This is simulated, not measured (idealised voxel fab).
A process module follows: voxel double patterning.
265 nm wide, 5 nm square cells: that's cross-section cut.
In what follows, cross-sections appear as grids of square cells, described through bands that run from the top down, where every band is one or more rows of cells.
Band: top height; bottom height; in nm. Then, left to right: material with width in nm, for each material. "edge to edge": a single material spanning edge to edge. "empty": empty space.
Height reference: 0 = level under which incoming wafer is all one material. Lowest band: no bottom, runs on downward, e.g. "0 nm and below".
The two numbers in a width such as "30 to 40" mark its ends across the band: the first belongs to the top row of cells, the second to the bottom row, and from each row to the next the width moves by the same amount.
"nothing altered" means the step left every cell of the cross-section as it was.
In the "Closed void table" entry, you get each enclosed empty space of 8 cells or more, one with no open way to the top, written width x height at distance, distance from the left edge, in nm.
That trailing text on a step's line, after the settings, is the simulator's own remark on the step.
The setting "overlay nm" may be written on the line of a step. When the step uses a mask, the value reports how far to the right of the planned place the mask lay, and a negative value reports that it lay to the left.

Set out below are the planned steps of the process:
1,RECEIVE with material Si
2,CONFORMAL_DEP with material SiO2, thk nm 5
3,DIRECTIONAL_DEP with material W, thk nm 15
4,DIRECTIONAL_DEP with material SiCN, thk nm 10
5,MASKED_ETCH with tone open, mask id FIRST, width nm 15, pitch nm 50, etch materials SiCN, depth nm 10, overlay nm 0
6,MASKED_ETCH with tone open, mask id SECOND, width nm 15, etch materials SiCN, depth nm 10, overlay nm 0
7,DIRECTIONAL_ETCH with etch materials W, depth nm 15
8,STRIP with etch materials SiCN
Heads up: all these wafers start the same, and what changes between them is the width nm in step 5. The value you see in the plan is just what the first wafer got.

Cut through the first of several wafers as received, post step 1:
* 0 nm and below = Si edge to edge
* Closed void table: none

first wafer at the end, after step 8:
* 20 nm to 5 nm = 100 of W | 15 of empty | 10 of W | 15 of empty | 10 of W | 15 of empty | 100 of W
* 5 nm to 0 nm = SiO2 edge to edge
* 0 nm and below = Si edge to edge
* Closed void table: none

So this is the cross-section on the last wafer at the end of the module:
* 20 nm to 5 nm = 95 of W | 45 of empty | 5 of W | 30 of empty | 90 of W
* 5 nm to 0 nm = SiO2 edge to edge
* 0 nm and below = Si edge to edge
* Closed void table: none

For your reference, the table is organized with a row per wafer; each row reflects the wafer at the end of the module, indicating for each material the cells gained (+) or lost (-) since receipt, and thereafter its closed voids:
width nm 15 | +53 SiO2 | +132 W | Closed void table: none
width nm 20 | +53 SiO2 | +126 W | Closed void table: none
width nm 25 | +53 SiO2 | +120 W | Closed void table: none
width nm 30 | +53 SiO2 | +114 W | Closed void table: none
